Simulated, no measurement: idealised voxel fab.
The process module that follows is named voxel wiring stack.
Cross-section cut: width 235 nm, square cells of 5 nm.
Think of the cross-section as a grid of square cells. We describe it in bands, top to bottom, and each band covers one or more rows of those cells. It is stipulated that each band's entry specify, in nanometres, the height of the top of the band and then that of its bottom, followed by the materials of the band in left-to-right sequence, each together with its width in nanometres. A single material marked by the word "throughout" is understood to fill the band from edge to edge; the word "air" is understood to denote empty space. A quick word on heights: they are counted from 0, and under that level the wafer as it came to us is one material throughout. The lowest band is different from the rest in having no bottom; it simply continues downward, written as in "0 down". Think of "30..40" as a width that walks from the first number to the second as you go down the band, top row to bottom row, taking equal-sized steps from row to row. Take "nothing changed" at face value: in the step it is given for, the cross-section changed in none of its cells. Enclosed voids (no open way to top), threshold 8 cells or more, entry "Enclosed void listing", notation width x height at distance, distance from left edge, nm. What comes after the settings on a step's line is commentary from the simulator itself on that step. "overlay nm", when on a step's line for a step with a mask, measures how far to the right of its planned place the mask lay; a negative measure means to the left.

## Planned step list for the process
1. RECEIVE [material Si]
2. CONFORMAL_DEP [material SiO2] [thk nm 15]
3. DIRECTIONAL_DEP [material TiN] [thk nm 5]
4. DIRECTIONAL_DEP [material W] [thk nm 25]
5. PATTERN [tone cover] [mask id METAL_1] [material resist] [width nm 20] [pitch nm 40] [thk nm 15] [overlay nm 0]
6. DIRECTIONAL_ETCH [etch materials W] [depth nm 25]
7. DIRECTIONAL_ETCH [etch materials TiN] [depth nm 5]
8. STRIP [etch materials resist]
9. FILL_DEP [material lowk] [thk nm 5]
10. CMP [height nm 45]
11. CONFORMAL_DEP [material SiCN] [thk nm 5]
12. DIRECTIONAL_DEP [material SiO2] [thk nm 15]
13. PATTERN [tone open] [mask id PLUG_1] [material resist] [width nm 15] [pitch nm 40] [thk nm 20] [overlay nm 0]
14. DIRECTIONAL_ETCH [etch materials SiO2] [depth nm 15]
15. DIRECTIONAL_ETCH [etch materials SiCN] [depth nm 5]
16. STRIP [etch materials resist]
17. CONFORMAL_DEP [material TiN] [thk nm 5]
18. FILL_DEP [material W] [thk nm 10]
19. CMP [height nm 65]
20. CONFORMAL_DEP [material SiCN] [thk nm 5]
21. DIRECTIONAL_DEP [material SiO2] [thk nm 20]
22. PATTERN [tone open] [mask id METAL_2] [material resist] [width nm 20] [pitch nm 40] [thk nm 15] [overlay nm 0]
23. DIRECTIONAL_ETCH [etch materials SiO2] [depth nm 20]
24. DIRECTIONAL_ETCH [etch materials SiCN] [depth nm 5]
25. STRIP [etch materials resist]
26. CONFORMAL_DEP [material TiN] [thk nm 5]
27. FILL_DEP [material Cu] [thk nm 10]
28. CMP [height nm 90]
29. EPI [material Ru] [thk nm 5]
30. FILL_DEP [material SiCN] [thk nm 5]
31. DIRECTIONAL_DEP [material lowk] [thk nm 30]
32. PATTERN [tone open] [mask id METAL_3] [material resist] [width nm 20] [pitch nm 40] [thk nm 20] [overlay nm 0]
33. DIRECTIONAL_ETCH [etch materials lowk] [depth nm 20]
34. STRIP [etch materials resist]
35. DIRECTIONAL_DEP [material aC] [thk nm 10]
36. PATTERN [tone open] [mask id METAL_3_HOLES] [material resist] [width nm 15] [thk nm 25] [overlay nm 0]
37. DIRECTIONAL_ETCH [etch materials aC] [depth nm 10]
38. STRIP [etch materials resist]
39. DIRECTIONAL_ETCH [etch materials lowk] [depth nm 10]
40. DIRECTIONAL_ETCH [etch materials SiCN] [depth nm 5]
41. STRIP [etch materials aC]
42. CONFORMAL_DEP [material TiN] [thk nm 5]
43. FILL_DEP [material Ru] [thk nm 5]
44. CMP [height nm 130]
45. CONFORMAL_DEP [material SiCN] [thk nm 5]
46. DIRECTIONAL_DEP [material lowk] [thk nm 10]
47. DIRECTIONAL_DEP [material aC] [thk nm 10]
48. PATTERN [tone open] [mask id PLUG_3] [material resist] [width nm 15] [pitch nm 40] [thk nm 25] [overlay nm 0]
49. DIRECTIONAL_ETCH [etch materials aC] [depth nm 10]
50. STRIP [etch materials resist]
51. DIRECTIONAL_ETCH [etch materials lowk] [depth nm 10]
52. DIRECTIONAL_ETCH [etch materials SiCN] [depth nm 5]
53. STRIP [etch materials aC]
54. CONFORMAL_DEP [material TiN] [thk nm 5]
55. FILL_DEP [material Cu] [thk nm 5]
56. CMP [height nm 145]
57. DIRECTIONAL_DEP [material TiN] [thk nm 5]
58. DIRECTIONAL_DEP [material Ru] [thk nm 15]
59. DIRECTIONAL_DEP [material aC] [thk nm 10]
60. PATTERN [tone cover] [mask id METAL_4] [material resist] [width nm 20] [pitch nm 40] [thk nm 30] [overlay nm 0]
61. DIRECTIONAL_ETCH [etch materials aC] [depth nm 10]
62. STRIP [etch materials resist]
63. DIRECTIONAL_ETCH [etch materials Ru] [depth nm 15]
64. DIRECTIONAL_ETCH [etch materials TiN] [depth nm 5]
65. STRIP [etch materials aC]
66. CONFORMAL_DEP [material SiN] [thk nm 5]
67. FILL_DEP [material SiO2] [thk nm 10]
68. CMP [height nm 165]
69. CONFORMAL_DEP [material SiCN] [thk nm 5]

## Incoming wafer in cross-section (state: after step 1)
> 0 down | Si throughout
> Enclosed void listing: none

## The first of two wafers, cross-sectioned at the end of the module, with the run proceeding as planned
> 170 to 165 | SiCN throughout
> 165 to 150 | SiO2 80  SiN 5  Ru 20  SiN 5  SiO2 10  SiN 5  Ru 20  SiN 5  SiO2 85
> 150 to 145 | SiN 85  TiN 20  SiN 20  TiN 20  SiN 90
> 145 to 135 | lowk 85  TiN 5  Cu 5  TiN 5  lowk 25  TiN 5  Cu 5  TiN 5  lowk 95
> 135 to 130 | SiCN 85  TiN 15  SiCN 25  TiN 15  SiCN 95
> 130 to 115 | lowk 85  TiN 5  Ru 10  TiN 5  lowk 20  TiN 5  Ru 10  TiN 5  lowk 90
> 115 to 110 | lowk 85  TiN 5  Ru 5  TiN 10  lowk 20  TiN 20  lowk 90
> 110 to 100 | lowk 85  TiN 5  Ru 5  TiN 5  lowk 135
> 100 to 95 | SiCN 85  TiN 15  SiCN 135
> 95 to 90 | SiCN 80  Ru 30  SiCN 10  Ru 30  SiCN 85
> 90 to 70 | SiO2 85  TiN 5  Cu 10  TiN 5  SiO2 20  TiN 5  Cu 10  TiN 5  SiO2 90
> 70 to 65 | SiCN 85  TiN 20  SiCN 20  TiN 20  SiCN 90
> 65 to 50 | SiO2 85  TiN 5  W 5  TiN 5  SiO2 25  TiN 5  W 5  TiN 5  SiO2 95
> 50 to 45 | SiCN 85  TiN 15  SiCN 25  TiN 15  SiCN 95
> 45 to 20 | lowk 85  W 20  lowk 20  W 20  lowk 90
> 20 to 15 | lowk 85  TiN 20  lowk 20  TiN 20  lowk 90
> 15 to 0 | SiO2 throughout
> 0 down | Si throughout
> Enclosed void listing: none

## Second wafer through the module, sectioned at the end: same beginning and same plan as the first wafer, with one mistake in carrying it out
> 170 to 165 | SiCN throughout
> 165 to 150 | SiO2 80  SiN 5  Ru 20  SiN 5  SiO2 10  SiN 5  Ru 20  SiN 5  SiO2 85
> 150 to 145 | SiN 85  TiN 20  SiN 20  TiN 20  SiN 90
> 145 to 135 | lowk 85  TiN 5  Cu 5  TiN 5  lowk 25  TiN 5  Cu 5  TiN 5  lowk 95
> 135 to 130 | SiCN 85  TiN 15  SiCN 25  TiN 15  SiCN 95
> 130 to 115 | lowk 85  TiN 5  Ru 10  TiN 5  lowk 20  TiN 5  Ru 10  TiN 5  lowk 90
> 115 to 110 | lowk 85  TiN 5  Ru 5  TiN 10  lowk 20  TiN 20  lowk 90
> 110 to 100 | lowk 85  TiN 5  Ru 5  TiN 5  lowk 135
> 100 to 95 | SiCN 85  TiN 15  SiCN 135
> 95 to 90 | SiCN 80  Ru 30  SiCN 10  Ru 30  SiCN 85
> 90 to 70 | SiO2 85  TiN 5  Cu 10  TiN 5  SiO2 20  TiN 5  Cu 10  TiN 5  SiO2 90
> 70 to 65 | SiCN 85  TiN 20  SiCN 20  TiN 20  SiCN 90
> 65 to 50 | SiO2 85  TiN 5  W 5  TiN 5  SiO2 25  TiN 5  W 5  TiN 5  SiO2 95
> 50 to 45 | SiCN 85  TiN 15  SiCN 25  TiN 15  SiCN 95
> 45 to 20 | lowk 85  W 20  lowk 20  W 20  lowk 90
> 20 to 5 | SiO2 throughout
> 5 to 0 | TiN throughout
> 0 down | Si throughout
> Enclosed void listing: none
Here's what went sideways: steps 2 and 3 of the plan were run in the wrong order, each in the other's place
Looking at both finished wafers in cells, the second ends up ahead of or behind the first on some materials: TiN: 39 more, lowk: 39 fewer
